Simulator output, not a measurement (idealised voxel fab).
Documented hereafter: the process module known as voxel plated lines.
Xsec cut, 290 nm wide, square cell size 5 nm.
Bands, listed from the top down, are how a cross-section gets written in this document; the cross-section itself is a grid of square cells, and a band is one or more rows of them. This entry defines a band. It first specifies the height of the band's top and the height of its bottom in nm, and then specifies the band's materials from left to right, stating each material with its width in nm. The word "full width" identifies a single material that fills the band from edge to edge, while the word "empty" identifies empty space. Ref level 0: as-received wafer is one material below here. Bottom band extends down with no lower bound ("0..down"). Note: "30..40" means the width goes from the first number (top row of the band) to the second number (bottom row) in equal steps per row of cells. Step note "remained unchanged" = no cross-section cell changed. Basically, "Enclosed voids" tells you about the enclosed voids: empty spaces with no open way to the top, 8 cells or bigger, each written width x height at distance, where distance is from the left edge, all in nm. It should be noted that, on the line of a given step, the content following the step's settings is a remark produced by the simulator itself with respect to that step. The "overlay nm" setting may appear on a step's line; for a step that uses a mask, it gives how far to the right of its planned position the mask lay, and a negative value indicates the left.

# The planned process steps are enumerated hereunder
1,RECEIVE, material Si
2,CONFORMAL_DEP, material SiN, thk nm 5
3,DIRECTIONAL_DEP, material TiN, thk nm 5
4,PATTERN, tone open, mask id LINES, material resist, width nm 15, pitch nm 40, thk nm 30, overlay nm 0
5,EPI, material Ru, thk nm 10
6,EPI, material Ru, thk nm 10
7,STRIP, etch materials resist
8,DIRECTIONAL_ETCH, etch materials TiN, depth nm 5
9,CONFORMAL_DEP, material SiO2, thk nm 5

# Step 1 complete: cross-section of the wafer as received
> 0..down: Si full width
> Enclosed voids: none

# Look at the cross-section after the module: the wafer started out the way shown above and the plan was the one shown above, yet one mistake was made along the way
> 35..30: 105 nm empty  35 nm SiO2  5 nm empty  35 nm SiO2  110 nm empty
> 30..10: 105 nm empty  5 nm SiO2  25 nm Ru  5 nm SiO2  5 nm empty  5 nm SiO2  25 nm Ru  5 nm SiO2  110 nm empty
> 10..5: 110 nm SiO2  25 nm TiN  15 nm SiO2  25 nm TiN  115 nm SiO2
> 5..0: SiN full width
> 0..down: Si full width
> Enclosed voids: none
Error vs. plan: in deviation from the planned setting, step 4 was conducted as PATTERN, tone open, mask id LINES, material resist, width nm 25, pitch nm 40, thk nm 30, overlay nm 0
